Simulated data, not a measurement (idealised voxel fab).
This is a process module. Its name is voxel self aligned vias.
cross-section cut | 280 nm wide | cells 5 nm
When this document writes out a cross-section, it uses a grid of square cells and lists it as bands, beginning at the top and moving down, with a band standing for one or more rows of cells. The band entry comprises the height of the band's top followed by the height of its bottom, expressed in nm, and subsequently the band's materials from left to right, each stated together with its width in nm. Where a single material is marked with the word "all across", that material fills the band from edge to edge. The word "empty" represents empty space. Zero point of the height axis is 0; under it, received wafer = one material. Lowest band: continues down indefinitely, "0..down". The width entry "30 to 40" should be interpreted row by row: the top row of cells in the band takes the first number, the bottom row takes the second number, and the change between adjacent rows is uniform throughout. A step reported as "nothing was modified" is a step in which no cell of the cross-section changed. The list in "Encapsulated voids" covers empty spaces of 8 cells or more that cannot reach the top through any open way, and it gives each as width x height at distance; the distance is from the left edge, and width, height and distance are in nm. Where a step's line continues beyond its settings, the continuation is a remark by the simulator itself on that step. "overlay nm", when on a step's line for a step with a mask, measures how far to the right of its planned place the mask lay; a negative measure means to the left.
PLANNED STEP LIST FOR THE PROCESS
1) RECEIVE, material Si
2) CONFORMAL_DEP, material SiO2, thk nm 10
3) CONFORMAL_DEP, material SiCN, thk nm 5
4) DIRECTIONAL_DEP, material lowk, thk nm 25
5) MASKED_ETCH, tone open, mask id LINES, width nm 20, pitch nm 45, etch materials lowk, depth nm 25, overlay nm 0
6) CONFORMAL_DEP, material TiN, thk nm 5
7) FILL_DEP, material W, thk nm 10
8) CMP, height nm 40
9) SELECTIVE_ETCH, etch materials W Ru TiN, depth nm 5
10) FILL_DEP, material SiN, thk nm 5
11) CMP, height nm 40
12) DIRECTIONAL_DEP, material lowk, thk nm 15
13) PATTERN, tone open, mask id VIAS, material resist, width nm 30, thk nm 20, overlay nm 0
14) DIRECTIONAL_ETCH, etch materials lowk, depth nm 15
15) DIRECTIONAL_ETCH, etch materials SiN, depth nm 5
16) STRIP, etch materials resist
17) CONFORMAL_DEP, material TiN, thk nm 5
18) FILL_DEP, material Ru, thk nm 10
19) CMP, height nm 55
20) CONFORMAL_DEP, material SiCN, thk nm 5
STEP 1 COMPLETE: CROSS-SECTION OF THE WAFER AS RECEIVED
0..down = Si all across
Encapsulated voids: none
CROSS-SECTION, END OF MODULE. START: AS ABOVE. PLAN: AS ABOVE. EXECUTION: ONE MISTAKE
60..55 = SiCN all across
55..45 = Ru all across
45..40 = TiN 110 nm / Ru 10 nm / TiN 35 nm / Ru 10 nm / TiN 115 nm
40..35 = lowk 105 nm / TiN 20 nm / lowk 25 nm / TiN 20 nm / lowk 110 nm
35..20 = lowk 105 nm / TiN 5 nm / W 10 nm / TiN 5 nm / lowk 25 nm / TiN 5 nm / W 10 nm / TiN 5 nm / lowk 110 nm
20..15 = lowk 105 nm / TiN 20 nm / lowk 25 nm / TiN 20 nm / lowk 110 nm
15..10 = SiCN all across
10..0 = SiO2 all across
0..down = Si all across
Encapsulated voids: none
What was the processing mistake? the run left out plan step 13 entirely, so it was never executed
